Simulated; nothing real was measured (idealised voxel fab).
Name of the process module below: voxel wiring stack
This is section cut - it's 225 nm across, gridded in 5 nm square cells.
We lay out every cross-section as a grid of square cells and spell it out in bands from the top down, where one band means one or more rows of cells. Band entry format. Leading values: height of top, height of bottom, nm. Remainder: materials in left-to-right order, each with its width in nm. Special words: "throughout" on a single material, which then fills the band edge to edge; "air", empty space. Measure heights from 0. That's the level where, below it, the as-received wafer is all one material. The lowest band is bottomless and extends downward; write it as in "z 0 and below". Top row gets the first number, bottom row gets the second, and each row in between changes by the same step: that is how a band width like "30..40" works. The designation "remains unaltered", where it is given for a processing step, indicates that no cell of the cross-section was altered in the course of that step. The entry titled "Closed void entries" provides the empty spaces that have no open way to the top, restricted to those of 8 cells or more. Each is presented as width x height at distance, the distance being measured from the left edge, with all three in nm. Post-settings text on a step line: simulator's own remark regarding the step. What "overlay nm" on a step's line means: if the step has a mask, that mask lay this far to the right of its planned place, or, when the value is negative, to the left.

### Steps planned for the process
- 1: RECEIVE [material Si]
- 2: CONFORMAL_DEP [material SiO2] [thk nm 10]
- 3: DIRECTIONAL_DEP [material TiN] [thk nm 5]
- 4: DIRECTIONAL_DEP [material Ru] [thk nm 15]
- 5: PATTERN [tone cover] [mask id METAL_1] [material resist] [width nm 25] [pitch nm 45] [thk nm 20] [overlay nm 0]
- 6: DIRECTIONAL_ETCH [etch materials Ru] [depth nm 15]
- 7: DIRECTIONAL_ETCH [etch materials TiN] [depth nm 5]
- 8: STRIP [etch materials resist]
- 9: FILL_DEP [material lowk] [thk nm 5]
- 10: CMP [height nm 30]
- 11: CONFORMAL_DEP [material SiCN] [thk nm 5]
- 12: DIRECTIONAL_DEP [material lowk] [thk nm 30]
- 13: MASKED_ETCH [tone open] [mask id METAL_2_HOLES] [width nm 15] [pitch nm 45] [etch materials lowk] [depth nm 30] [overlay nm 0]
- 14: MASKED_ETCH [tone open] [mask id METAL_2] [width nm 25] [pitch nm 45] [etch materials lowk] [depth nm 20] [overlay nm 0]
- 15: MASKED_ETCH [tone open] [mask id METAL_2] [width nm 25] [pitch nm 45] [etch materials SiCN] [depth nm 5] [overlay nm 0]
- 16: CONFORMAL_DEP [material TiN] [thk nm 5]
- 17: FILL_DEP [material Cu] [thk nm 5]
- 18: CMP [height nm 65]
- 19: CONFORMAL_DEP [material SiN] [thk nm 5]

### As received (post step 1): cross-section
	z 0 and below: Si throughout
	Closed void entries: none

### Cross-section, end of module. Start: as above. Plan: as above. Execution: one mistake
	z 70 to 65: SiN throughout
	z 65 to 50: 55 lowk, then 5 TiN, then 15 Cu, then 5 TiN, then 20 lowk, then 5 TiN, then 15 Cu, then 5 TiN, then 20 lowk, then 5 TiN, then 15 Cu, then 5 TiN, then 55 lowk
	z 50 to 45: 55 lowk, then 5 TiN, then 5 Cu, then 15 TiN, then 20 lowk, then 5 TiN, then 5 Cu, then 15 TiN, then 20 lowk, then 5 TiN, then 5 Cu, then 15 TiN, then 55 lowk
	z 45 to 35: 55 lowk, then 5 TiN, then 5 Cu, then 5 TiN, then 30 lowk, then 5 TiN, then 5 Cu, then 5 TiN, then 30 lowk, then 5 TiN, then 5 Cu, then 5 TiN, then 65 lowk
	z 35 to 30: 55 SiCN, then 15 TiN, then 30 SiCN, then 15 TiN, then 30 SiCN, then 15 TiN, then 65 SiCN
	z 30 to 15: 55 Ru, then 25 lowk, then 20 Ru, then 25 lowk, then 20 Ru, then 25 lowk, then 55 Ru
	z 15 to 10: 55 TiN, then 25 lowk, then 20 TiN, then 25 lowk, then 20 TiN, then 25 lowk, then 55 TiN
	z 10 to 0: SiO2 throughout
	z 0 and below: Si throughout
	Closed void entries: none
The mistake made against the process plan was this: step 5 deviated from plan and actually ran as PATTERN [tone open] [mask id METAL_1] [material resist] [width nm 25] [pitch nm 45] [thk nm 20] [overlay nm 0]
